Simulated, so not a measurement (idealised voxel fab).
A process module follows: voxel self aligned vias.
The cross-section on display is named cut; it measures 260 nm wide, and its cells are 5 nm squares.
Cross-section format: a grid of square cells, given as bands from top to bottom; each band is one or more rows of cells. Basically the band line says how high the top is and how high the bottom is, in nm, and then what's in it from left to right, every material with its width in nm. Empty space shows up as "empty", and if a single material carries "full width" it runs the full band edge to edge. Basically, 0 is our baseline, since under it the wafer straight out of the box is all one material. The bottom band has no lower end and keeps on going down, so it looks like "from 0 down". The width entry "30->40" should be interpreted row by row: the top row of cells in the band takes the first number, the bottom row takes the second number, and the change between adjacent rows is uniform throughout. What does "changes: none" mean for a step? It means no cell of the cross-section changed in that step. The label "Entrapped void list" introduces a list of the empty spaces, 8 cells or larger, that have no open way up to the top; each entry in it reads width x height at distance, where the distance is taken from the left edge and all three are stated in nm. What comes after the settings on a step's line is commentary from the simulator itself on that step. A step line may carry the setting "overlay nm", which, for steps involving a mask, states the distance by which the mask lay to the right of its intended position; negative values denote displacement to the left.

**These are the steps we planned for the process**
step 1: RECEIVE | material Si
step 2: CONFORMAL_DEP | material SiO2 | thk nm 10
step 3: CONFORMAL_DEP | material SiCN | thk nm 5
step 4: DIRECTIONAL_DEP | material lowk | thk nm 30
step 5: MASKED_ETCH | tone open | mask id LINES | width nm 30 | pitch nm 70 | etch materials lowk | depth nm 30 | overlay nm 0
step 6: CONFORMAL_DEP | material TiN | thk nm 5
step 7: FILL_DEP | material Ru | thk nm 5
step 8: CMP | height nm 45
step 9: SELECTIVE_ETCH | etch materials W Ru TiN | depth nm 10
step 10: FILL_DEP | material SiN | thk nm 5
step 11: CMP | height nm 45
step 12: DIRECTIONAL_DEP | material lowk | thk nm 15
step 13: MASKED_ETCH | tone open | mask id VIAS | width nm 50 | pitch nm 140 | etch materials lowk | depth nm 15 | overlay nm 0
step 14: MASKED_ETCH | tone open | mask id VIAS | width nm 50 | pitch nm 140 | etch materials SiN | depth nm 10 | overlay nm 0
step 15: CONFORMAL_DEP | material TiN | thk nm 5
step 16: FILL_DEP | material Ru | thk nm 10
step 17: CMP | height nm 60
step 18: CONFORMAL_DEP | material SiCN | thk nm 5

**Delivered wafer in cross-section: state after step 1**
> from 0 down: Si full width
> Entrapped void list: none

**First of two wafers: cross-section at end of module, run per plan**
> from 65 to 60: SiCN full width
> from 60 to 50: 35 nm lowk; 5 nm TiN; 40 nm Ru; 5 nm TiN; 90 nm lowk; 5 nm TiN; 40 nm Ru; 5 nm TiN; 35 nm lowk
> from 50 to 45: 35 nm lowk; 15 nm TiN; 20 nm Ru; 15 nm TiN; 90 nm lowk; 15 nm TiN; 20 nm Ru; 15 nm TiN; 35 nm lowk
> from 45 to 40: 45 nm lowk; 5 nm TiN; 20 nm Ru; 5 nm TiN; 40 nm lowk; 30 nm SiN; 40 nm lowk; 5 nm TiN; 20 nm Ru; 5 nm TiN; 45 nm lowk
> from 40 to 35: 45 nm lowk; 30 nm TiN; 40 nm lowk; 30 nm SiN; 40 nm lowk; 30 nm TiN; 45 nm lowk
> from 35 to 20: 45 nm lowk; 5 nm TiN; 20 nm Ru; 5 nm TiN; 40 nm lowk; 5 nm TiN; 20 nm Ru; 5 nm TiN; 40 nm lowk; 5 nm TiN; 20 nm Ru; 5 nm TiN; 45 nm lowk
> from 20 to 15: 45 nm lowk; 30 nm TiN; 40 nm lowk; 30 nm TiN; 40 nm lowk; 30 nm TiN; 45 nm lowk
> from 15 to 10: SiCN full width
> from 10 to 0: SiO2 full width
> from 0 down: Si full width
> Entrapped void list: none

**second wafer at the end: like start, like plan, one mistake**
> from 65 to 60: SiCN full width
> from 60 to 50: 35 nm lowk; 5 nm TiN; 40 nm Ru; 5 nm TiN; 90 nm lowk; 5 nm TiN; 40 nm Ru; 5 nm TiN; 35 nm lowk
> from 50 to 45: 35 nm lowk; 50 nm TiN; 90 nm lowk; 50 nm TiN; 35 nm lowk
> from 45 to 35: 35 nm SiN; 10 nm TiN; 30 nm lowk; 10 nm TiN; 30 nm SiN; 30 nm lowk; 30 nm SiN; 10 nm TiN; 30 nm lowk; 10 nm TiN; 35 nm SiN
> from 35 to 20: 40 nm Ru; 5 nm TiN; 30 nm lowk; 5 nm TiN; 30 nm Ru; 5 nm TiN; 30 nm lowk; 5 nm TiN; 30 nm Ru; 5 nm TiN; 30 nm lowk; 5 nm TiN; 40 nm Ru
> from 20 to 15: 45 nm TiN; 30 nm lowk; 40 nm TiN; 30 nm lowk; 40 nm TiN; 30 nm lowk; 45 nm TiN
> from 15 to 10: SiCN full width
> from 10 to 0: SiO2 full width
> from 0 down: Si full width
> Entrapped void list: none
Heads up, the wafer didn't run the way we planned it: step 5: run off-plan, actual operation and settings MASKED_ETCH | tone cover | mask id LINES | width nm 30 | pitch nm 70 | etch materials lowk | depth nm 30 | overlay nm 0
Wafer comparison, final, in cells, second relative to first, materials more or fewer: 32 more of Ru | 40 more of SiN | 24 more of TiN | 96 fewer of lowk
